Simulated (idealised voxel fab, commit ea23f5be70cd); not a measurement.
This is a process module. Its name is voxel trench capacitor.
The cross-section shown here is cut; it is 230 nm wide and divided into square cells measuring 5 nm on a side.
A cross-section in this document is a grid of square cells, and it is written down as bands, the top band listed before the ones below it; a band is made up of one or more rows of cells.
The entry gives the band's vertical extent as a top height and a bottom height in nm, then its horizontal make-up as materials from left to right, each with a width in nm. "air" stands for empty space; a single material marked "full width" fills the band edge to edge.
All heights in this document are referenced to 0, defined as the level beneath which the wafer, as received, consists entirely of one material. The lowest band is not bounded below; it extends indefinitely downward and is written in the form "from 0 down".
You'd read "30..40" like this: the band's top row of cells is as wide as the first number, its bottom row is as wide as the second, and going down, every row changes width by the same amount as the row before did.
You'll sometimes find "remained the same" written for a step, and that's the way of saying that nowhere in the cross-section did a cell change during that step.
Voids not open to the top, 8 cells minimum: see "Sealed void listing". Written width x height at distance; distance is from the left edge; nm.
Where a step's line continues beyond its settings, the continuation is a remark by the simulator itself on that step.
overlay nm: how far to the right of its planned place the mask lay on this masked step (negative: to the left).

-- Planned process steps
| 1 | RECEIVE (material Si) |
| 2 | CONFORMAL_DEP (material SiN; thk nm 5) |
| 3 | DIRECTIONAL_DEP (material aC; thk nm 15) |
| 4 | PATTERN (tone open; mask id TRENCH; material resist; width nm 20; pitch nm 40; thk nm 30; overlay nm 0) |
| 5 | DIRECTIONAL_ETCH (etch materials aC; depth nm 15) |
| 6 | STRIP (etch materials resist) |
| 7 | DIRECTIONAL_ETCH (etch materials SiN; depth nm 5) |
| 8 | DIRECTIONAL_ETCH (etch materials Si; depth nm 25) |
| 9 | STRIP (etch materials aC) |
| 10 | CONFORMAL_DEP (material SiO2; thk nm 5) |
| 11 | FILL_DEP (material polySi; thk nm 10) |
| 12 | CMP (height nm 5) |

-- Wafer, first of two, run as planned

-- Cross-sectional view of the wafer in its as-received condition, corresponding to the state after step 1
  from 0 down = Si full width
  Sealed void listing: none

-- Cross-section: wafer state after step 2
  from 5 to 0 = SiN full width
  Nothing below the height 0 has changed.

-- Cross-section: wafer state after step 3
  from 20 to 5 = aC full width
  Nothing below the height 5 has changed.

-- Cross-section: wafer state after step 4
  from 50 to 20 = 85 nm resist, 20 nm air, 20 nm resist, 20 nm air, 85 nm resist
  Nothing below the height 20 has changed.

-- Cross-section: wafer state after step 5
  from 35 to 20 = 85 nm resist, 20 nm air, 20 nm resist, 20 nm air, 85 nm resist
  from 20 to 5 = 85 nm aC, 20 nm air, 20 nm aC, 20 nm air, 85 nm aC
  Nothing below the height 5 has changed.

-- Cross-section: wafer state after step 6
  from 20 to 5 = 85 nm aC, 20 nm air, 20 nm aC, 20 nm air, 85 nm aC
  Nothing below the height 5 has changed.

-- Cross-section: wafer state after step 7
  from 20 to 5 = 85 nm aC, 20 nm air, 20 nm aC, 20 nm air, 85 nm aC
  from 5 to 0 = 85 nm SiN, 20 nm air, 20 nm SiN, 20 nm air, 85 nm SiN
  Nothing below the height 0 has changed.

-- Cross-section: wafer state after step 8
  from 20 to 5 = 85 nm aC, 20 nm air, 20 nm aC, 20 nm air, 85 nm aC
  from 5 to 0 = 85 nm SiN, 20 nm air, 20 nm SiN, 20 nm air, 85 nm SiN
  from 0 to -25 = 85 nm Si, 20 nm air, 20 nm Si, 20 nm air, 85 nm Si
  Nothing below the height -25 has changed.

-- Cross-section: wafer state after step 9
  from 5 to 0 = 85 nm SiN, 20 nm air, 20 nm SiN, 20 nm air, 85 nm SiN
  Nothing below the height 0 has changed.

-- Cross-section: wafer state after step 10
  from 10 to 5 = 90 nm SiO2, 10 nm air, 30 nm SiO2, 10 nm air, 90 nm SiO2
  from 5 to 0 = 85 nm SiN, 5 nm SiO2, 10 nm air, 5 nm SiO2, 20 nm SiN, 5 nm SiO2, 10 nm air, 5 nm SiO2, 85 nm SiN
  from 0 to -20 = 85 nm Si, 5 nm SiO2, 10 nm air, 5 nm SiO2, 20 nm Si, 5 nm SiO2, 10 nm air, 5 nm SiO2, 85 nm Si
  from -20 to -25 = 85 nm Si, 20 nm SiO2, 20 nm Si, 20 nm SiO2, 85 nm Si
  Nothing below the height -25 has changed.

-- Cross-section: wafer state after step 11
  from 20 to 10 = polySi full width
  from 10 to 5 = 90 nm SiO2, 10 nm polySi, 30 nm SiO2, 10 nm polySi, 90 nm SiO2
  from 5 to 0 = 85 nm SiN, 5 nm SiO2, 10 nm polySi, 5 nm SiO2, 20 nm SiN, 5 nm SiO2, 10 nm polySi, 5 nm SiO2, 85 nm SiN
  from 0 to -20 = 85 nm Si, 5 nm SiO2, 10 nm polySi, 5 nm SiO2, 20 nm Si, 5 nm SiO2, 10 nm polySi, 5 nm SiO2, 85 nm Si
  Nothing below the height -20 has changed.

-- Cross-section: wafer state after step 12
  from 5 to 0 = 85 nm SiN, 5 nm SiO2, 10 nm polySi, 5 nm SiO2, 20 nm SiN, 5 nm SiO2, 10 nm polySi, 5 nm SiO2, 85 nm SiN
  Nothing below the height 0 has changed.

-- The Second Wafer: Common Origin and Plan, One Mistake in Execution, Identical to the First Through Step 7

-- Cross-section of the second wafer corresponding to the planned conclusion of step 8
  from 5 to 0 = 85 nm SiN, 20 nm air, 20 nm SiN, 20 nm air, 85 nm SiN
  Nothing below the height 0 has changed.

-- Cross-section of the second wafer corresponding to the planned conclusion of step 9
  from 5 to 0 = 85 nm SiN, 20 nm air, 20 nm SiN, 20 nm air, 85 nm SiN
  from 0 to -25 = 85 nm Si, 20 nm air, 20 nm Si, 20 nm air, 85 nm Si
  Nothing below the height -25 has changed.

-- Cross-section of the second wafer corresponding to the planned conclusion of step 10
  from 10 to 5 = 90 nm SiO2, 10 nm air, 30 nm SiO2, 10 nm air, 90 nm SiO2
  from 5 to 0 = 85 nm SiN, 5 nm SiO2, 10 nm air, 5 nm SiO2, 20 nm SiN, 5 nm SiO2, 10 nm air, 5 nm SiO2, 85 nm SiN
  from 0 to -20 = 85 nm Si, 5 nm SiO2, 10 nm air, 5 nm SiO2, 20 nm Si, 5 nm SiO2, 10 nm air, 5 nm SiO2, 85 nm Si
  from -20 to -25 = 85 nm Si, 20 nm SiO2, 20 nm Si, 20 nm SiO2, 85 nm Si
  Nothing below the height -25 has changed.

-- Cross-section of the second wafer corresponding to the planned conclusion of step 11
  from 20 to 10 = polySi full width
  from 10 to 5 = 90 nm SiO2, 10 nm polySi, 30 nm SiO2, 10 nm polySi, 90 nm SiO2
  from 5 to 0 = 85 nm SiN, 5 nm SiO2, 10 nm polySi, 5 nm SiO2, 20 nm SiN, 5 nm SiO2, 10 nm polySi, 5 nm SiO2, 85 nm SiN
  from 0 to -20 = 85 nm Si, 5 nm SiO2, 10 nm polySi, 5 nm SiO2, 20 nm Si, 5 nm SiO2, 10 nm polySi, 5 nm SiO2, 85 nm Si
  Nothing below the height -20 has changed.

-- Cross-section of the second wafer corresponding to the planned conclusion of step 12
  from 5 to 0 = 85 nm SiN, 5 nm SiO2, 10 nm polySi, 5 nm SiO2, 20 nm SiN, 5 nm SiO2, 10 nm polySi, 5 nm SiO2, 85 nm SiN
  Nothing below the height 0 has changed.
Deviation from plan: steps 8 and 9 run out of order (swapped)
At process end the two wafers are indistinguishable in cross-section, so the error does not change what this model computes.
